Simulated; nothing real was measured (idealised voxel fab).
Process module, titled voxel fin reveal
The cross-section shown here is cut; it is 215 nm wide and divided into square cells measuring 5 nm on a side.
Cross-sections here: square-cell grids, written as top-down lists of bands, a band being one or more rows of cells.
Top height, bottom height, nm. Materials left to right, width each, nm. Single material + "all across" = fills band edge to edge. "blank" = empty.
All heights in this document are referenced to 0, defined as the level beneath which the wafer, as received, consists entirely of one material. The lowest band is not bounded below; it extends indefinitely downward and is written in the form "0..down".
The expression "30->40" gives the width at the extremes of the band, the first number at its top row of cells and the second at its bottom row, with the width changing by equal amounts from each row to the next in between.
"left unchanged" -> step changed no cross-section cell.
In the "Enclosed empty spaces" entry, you get each enclosed empty space of 8 cells or more, one with no open way to the top, written width x height at distance, distance from the left edge, in nm.
It should be noted that, on the line of a given step, the content following the step's settings is a remark produced by the simulator itself with respect to that step.
If you see "overlay nm" on a step's line and that step has a mask, it's telling you how far right of where it was planned the mask ended up; a negative number means it went left instead.
Set out below are the planned steps of the process:
- 1: RECEIVE [material Si]
- 2: CONFORMAL_DEP [material SiN] [thk nm 5]
- 3: MASKED_ETCH [tone cover] [mask id FINS] [width nm 15] [pitch nm 40] [etch materials SiN] [depth nm 5] [overlay nm 0]
- 4: MASKED_ETCH [tone cover] [mask id FINS] [width nm 15] [pitch nm 40] [etch materials Si] [depth nm 30] [overlay nm 0]
- 5: OXIDIZE [depth nm 5]
- 6: FILL_DEP [material SiO2] [thk nm 10]
- 7: CMP [height nm 5]
- 8: SELECTIVE_ETCH [etch materials SiO2] [depth nm 25]
- 9: STRIP [etch materials SiN]
First of two wafers: run as planned:
Wafer as received: cross-section following step 1:
0..down  Si all across
Enclosed empty spaces: none
Cross-sectional representation of the wafer at the conclusion of step 2:
5..0  SiN all across
Nothing below the height 0 has changed.
Cross-sectional representation of the wafer at the conclusion of step 3:
5..0  60 of blank | 15 of SiN | 25 of blank | 15 of SiN | 25 of blank | 15 of SiN | 60 of blank
Nothing below the height 0 has changed.
Cross-sectional representation of the wafer at the conclusion of step 4:
5..0  60 of blank | 15 of SiN | 25 of blank | 15 of SiN | 25 of blank | 15 of SiN | 60 of blank
0..-30  60 of blank | 15 of Si | 25 of blank | 15 of Si | 25 of blank | 15 of Si | 60 of blank
Nothing below the height -30 has changed.
Cross-sectional representation of the wafer at the conclusion of step 5:
5..0  60 of blank | 15 of SiN | 25 of blank | 15 of SiN | 25 of blank | 15 of SiN | 60 of blank
0..-30  60 of blank | 5 of SiO2 | 5 of Si | 5 of SiO2 | 25 of blank | 5 of SiO2 | 5 of Si | 5 of SiO2 | 25 of blank | 5 of SiO2 | 5 of Si | 5 of SiO2 | 60 of blank
-30..-35  65 of SiO2 | 5 of Si | 35 of SiO2 | 5 of Si | 35 of SiO2 | 5 of Si | 65 of SiO2
Nothing below the height -35 has changed.
Cross-sectional representation of the wafer at the conclusion of step 6:
15..5  SiO2 all across
5..0  60 of SiO2 | 15 of SiN | 25 of SiO2 | 15 of SiN | 25 of SiO2 | 15 of SiN | 60 of SiO2
0..-35  65 of SiO2 | 5 of Si | 35 of SiO2 | 5 of Si | 35 of SiO2 | 5 of Si | 65 of SiO2
Nothing below the height -35 has changed.
Cross-sectional representation of the wafer at the conclusion of step 7:
5..0  60 of SiO2 | 15 of SiN | 25 of SiO2 | 15 of SiN | 25 of SiO2 | 15 of SiN | 60 of SiO2
Nothing below the height 0 has changed.
Cross-sectional representation of the wafer at the conclusion of step 8:
5..0  60 of blank | 15 of SiN | 25 of blank | 15 of SiN | 25 of blank | 15 of SiN | 60 of blank
0..-20  65 of blank | 5 of Si | 35 of blank | 5 of Si | 35 of blank | 5 of Si | 65 of blank
Nothing below the height -20 has changed.
Cross-sectional representation of the wafer at the conclusion of step 9:
0..-20  65 of blank | 5 of Si | 35 of blank | 5 of Si | 35 of blank | 5 of Si | 65 of blank
Nothing below the height -20 has changed.
Second wafer: like start, like plan, one mistake. Through step 2 it matches the first wafer:
X-section, second wafer, when step 3 was due to finish:
5..0  60 of SiN | 15 of blank | 25 of SiN | 15 of blank | 25 of SiN | 15 of blank | 60 of SiN
Nothing below the height 0 has changed.
X-section, second wafer, when step 4 was due to finish: left unchanged
X-section, second wafer, when step 5 was due to finish:
5..0  60 of SiN | 15 of blank | 25 of SiN | 15 of blank | 25 of SiN | 15 of blank | 60 of SiN
0..-5  55 of Si | 25 of SiO2 | 15 of Si | 25 of SiO2 | 15 of Si | 25 of SiO2 | 55 of Si
Nothing below the height -5 has changed.
X-section, second wafer, when step 6 was due to finish:
15..5  SiO2 all across
5..0  60 of SiN | 15 of SiO2 | 25 of SiN | 15 of SiO2 | 25 of SiN | 15 of SiO2 | 60 of SiN
Nothing below the height 0 has changed.
X-section, second wafer, when step 7 was due to finish:
5..0  60 of SiN | 15 of SiO2 | 25 of SiN | 15 of SiO2 | 25 of SiN | 15 of SiO2 | 60 of SiN
Nothing below the height 0 has changed.
X-section, second wafer, when step 8 was due to finish:
5..0  60 of SiN | 15 of blank | 25 of SiN | 15 of blank | 25 of SiN | 15 of blank | 60 of SiN
0..-5  55 of Si | 25 of blank | 15 of Si | 25 of blank | 15 of Si | 25 of blank | 55 of Si
Nothing below the height -5 has changed.
X-section, second wafer, when step 9 was due to finish:
0..-5  55 of Si | 25 of blank | 15 of Si | 25 of blank | 15 of Si | 25 of blank | 55 of Si
Nothing below the height -5 has changed.
Deviation noted in wafer processing: step 3 ran with different settings than intended, the actual operation and settings being MASKED_ETCH [tone open] [mask id FINS] [width nm 15] [pitch nm 40] [etch materials SiN] [depth nm 5] [overlay nm 0]
Wrapping up, a cell-based count of both wafers puts the second over or under the first for these materials: Si: 265 more; SiO2: 120 fewer
